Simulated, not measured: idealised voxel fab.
Proc. module: voxel wiring stack
Section cut is 250 nm wide and gridded with 5 nm square cells.
Think of the cross-section as a grid of square cells. We describe it in bands, top to bottom, and each band covers one or more rows of those cells.
What a band's entry tells you: where the top is and where the bottom is, as heights in nm, and after that what lies inside, material by material from left to right, each with its width in nm. Empty space is written as the word "blank", and a single material marked with the word "everywhere" occupies the band from edge to edge.
It should be noted that heights are counted from 0, beneath which the wafer as supplied is of one material throughout, and that the lowest band possesses no lower boundary but continues downward, as written in "from 0 down".
A width given as "30..40" starts at the first number in the band's top row and ends at the second number in its bottom row, shifting by an equal amount at every step from row to row.
The designation "nothing changed", where it is given for a processing step, indicates that no cell of the cross-section was altered in the course of that step.
"Unvented cavities" contains a list of empty spaces, each no smaller than 8 cells and without an open way to the top, written in the form width x height at distance with the distance from the left edge and all three in nm.
Step line, after settings: the simulator's comment on this step.
The setting "overlay nm" may be written on the line of a step. When the step uses a mask, the value reports how far to the right of the planned place the mask lay, and a negative value reports that it lay to the left.

Below is the list of planned process steps:
- 1: RECEIVE with material Si
- 2: CONFORMAL_DEP with material SiO2, thk nm 10
- 3: DIRECTIONAL_DEP with material TiN, thk nm 5
- 4: DIRECTIONAL_DEP with material W, thk nm 25
- 5: PATTERN with tone cover, mask id METAL_1, material resist, width nm 30, pitch nm 55, thk nm 20, overlay nm 0
- 6: DIRECTIONAL_ETCH with etch materials W, depth nm 25
- 7: DIRECTIONAL_ETCH with etch materials TiN, depth nm 5
- 8: STRIP with etch materials resist
- 9: CONFORMAL_DEP with material SiN, thk nm 5
- 10: FILL_DEP with material SiO2, thk nm 10
- 11: CMP with height nm 40
- 12: CONFORMAL_DEP with material SiCN, thk nm 5
- 13: DIRECTIONAL_DEP with material SiO2, thk nm 30
- 14: PATTERN with tone open, mask id METAL_2_HOLES, material resist, width nm 15, pitch nm 55, thk nm 20, overlay nm 0
- 15: DIRECTIONAL_ETCH with etch materials SiO2, depth nm 30
- 16: STRIP with etch materials resist
- 17: PATTERN with tone open, mask id METAL_2, material resist, width nm 30, pitch nm 55, thk nm 20, overlay nm 0
- 18: DIRECTIONAL_ETCH with etch materials SiO2, depth nm 20
- 19: DIRECTIONAL_ETCH with etch materials SiCN, depth nm 5
- 20: STRIP with etch materials resist
- 21: CONFORMAL_DEP with material TiN, thk nm 5
- 22: FILL_DEP with material Ru, thk nm 5
- 23: CMP with height nm 75
- 24: CONFORMAL_DEP with material SiCN, thk nm 5
- 25: DIRECTIONAL_DEP with material SiO2, thk nm 35
- 26: MASKED_ETCH with tone open, mask id METAL_3_HOLES, width nm 15, pitch nm 55, etch materials SiO2, depth nm 35, overlay nm 0
- 27: MASKED_ETCH with tone open, mask id METAL_3, width nm 30, pitch nm 55, etch materials SiO2, depth nm 20, overlay nm 0
- 28: MASKED_ETCH with tone open, mask id METAL_3, width nm 30, pitch nm 55, etch materials SiCN, depth nm 5, overlay nm 0
- 29: CONFORMAL_DEP with material TiN, thk nm 5
- 30: FILL_DEP with material Cu, thk nm 10
- 31: CMP with height nm 115
- 32: CONFORMAL_DEP with material SiCN, thk nm 5

Wafer as received: cross-section following step 1:
* from 0 down = Si everywhere
* Unvented cavities: none

The cross-section shown corresponds to the wafer at the conclusion of the module. The initial structure and the process plan are those presented above; however, one mistake occurred in executing the plan:
* from 120 to 115 = SiCN everywhere
* from 115 to 100 = Cu=90; TiN=5; SiO2=15; TiN=5; Cu=30; TiN=5; SiO2=15; TiN=5; Cu=80
* from 100 to 95 = TiN=85; Cu=5; TiN=5; SiO2=15; TiN=30; Cu=5; TiN=5; SiO2=15; TiN=85
* from 95 to 80 = SiO2=80; TiN=5; Cu=5; TiN=5; SiO2=40; TiN=5; Cu=5; TiN=5; SiO2=100
* from 80 to 75 = SiCN=80; TiN=15; SiCN=40; TiN=15; SiCN=100
* from 75 to 60 = SiO2=80; TiN=5; Ru=20; TiN=5; SiO2=25; TiN=5; Ru=20; TiN=5; SiO2=85
* from 60 to 55 = SiO2=80; TiN=5; Ru=5; TiN=20; SiO2=25; TiN=5; Ru=5; TiN=20; SiO2=85
* from 55 to 45 = SiO2=80; TiN=5; Ru=5; TiN=5; SiO2=40; TiN=5; Ru=5; TiN=5; SiO2=100
* from 45 to 40 = SiCN=80; TiN=15; SiCN=40; TiN=15; SiCN=100
* from 40 to 15 = SiO2=75; SiN=5; W=30; SiN=5; SiO2=15; SiN=5; W=30; SiN=5; SiO2=80
* from 15 to 10 = SiN=80; TiN=30; SiN=25; TiN=30; SiN=85
* from 10 to 0 = SiO2 everywhere
* from 0 down = Si everywhere
* Unvented cavities: none
What was done differently from what was planned? step 27 was not run as planned; what actually ran was MASKED_ETCH with tone cover, mask id METAL_3, width nm 30, pitch nm 55, etch materials SiO2, depth nm 20, overlay nm 0
